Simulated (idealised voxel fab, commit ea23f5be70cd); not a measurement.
Process module, titled voxel trench capacitor
Cross-section cut: width 145 nm, square cells of 5 nm.
In this document a cross-section is written as a grid of square cells. It is given as a series of bands, listed from the top down, and a band is one or more rows of cells.
A band entry consists of two parts. The first gives the height of the band's top and the height of its bottom, in nm. The rest lists the band's materials from left to right, each with its width in nm. A single material labelled with the word "edge to edge" fills the band from edge to edge, and the word "blank" marks empty space.
Convention: height 0 is the level below which the wafer, as received, is all one material. The lowest band does not terminate at the bottom but continues downward, represented as "0 nm and below".
When a width is written as two numbers, as in "30->40", the first number is the width in the top row of cells of the band and the second is the width in its bottom row, and the width changes by the same amount from each row to the next.
Key: "no alteration" - step with no changed cell in the cross-section.
The list in "Closed void register" covers empty spaces of 8 cells or more that cannot reach the top through any open way, and it gives each as width x height at distance; the distance is from the left edge, and width, height and distance are in nm.
That trailing text on a step's line, after the settings, is the simulator's own remark on the step.
overlay nm, on a step with a mask: how far to the right of its planned place the mask lay; to the left if negative
The steps planned for the process are as follows
1,RECEIVE with material Si
2,CONFORMAL_DEP with material SiN, thk nm 10
3,MASKED_ETCH with tone open, mask id TRENCH, width nm 30, pitch nm 45, etch materials SiN, depth nm 10, overlay nm 0
4,MASKED_ETCH with tone open, mask id TRENCH, width nm 30, pitch nm 45, etch materials Si, depth nm 25, overlay nm 0
5,CONFORMAL_DEP with material Al2O3, thk nm 5
6,CONFORMAL_DEP with material TiN, thk nm 5
7,FILL_DEP with material W, thk nm 10
8,CMP with height nm 10
So this is the incoming wafer in cross-section - it's already been through step 1
* 0 nm and below | Si edge to edge
* Closed void register: none
Run as planned - first of the two wafers cross-sectioned at the end of the module
* 10 nm to 0 nm | SiN (35)  Al2O3 (5)  TiN (5)  W (10)  TiN (5)  Al2O3 (5)  SiN (15)  Al2O3 (5)  TiN (5)  W (10)  TiN (5)  Al2O3 (5)  SiN (35)
* 0 nm to -15 nm | Si (35)  Al2O3 (5)  TiN (5)  W (10)  TiN (5)  Al2O3 (5)  Si (15)  Al2O3 (5)  TiN (5)  W (10)  TiN (5)  Al2O3 (5)  Si (35)
* -15 nm to -20 nm | Si (35)  Al2O3 (5)  TiN (20)  Al2O3 (5)  Si (15)  Al2O3 (5)  TiN (20)  Al2O3 (5)  Si (35)
* -20 nm to -25 nm | Si (35)  Al2O3 (30)  Si (15)  Al2O3 (30)  Si (35)
* -25 nm and below | Si edge to edge
* Closed void register: none
Cross-section, second wafer: same start as the first, same plan as the first, one mistake in running it; taken at the end of the module
* 10 nm to 0 nm | SiN (35)  TiN (5)  W (20)  TiN (5)  SiN (15)  TiN (5)  W (20)  TiN (5)  SiN (35)
* 0 nm to -20 nm | Si (35)  TiN (5)  W (20)  TiN (5)  Si (15)  TiN (5)  W (20)  TiN (5)  Si (35)
* -20 nm to -25 nm | Si (35)  TiN (30)  Si (15)  TiN (30)  Si (35)
* -25 nm and below | Si edge to edge
* Closed void register: none
Deviation from plan: step 5 of the plan: omitted, not performed
Materials where the second wafer ends with more or fewer cells than the first: Al2O3 -36, TiN +8, W +28
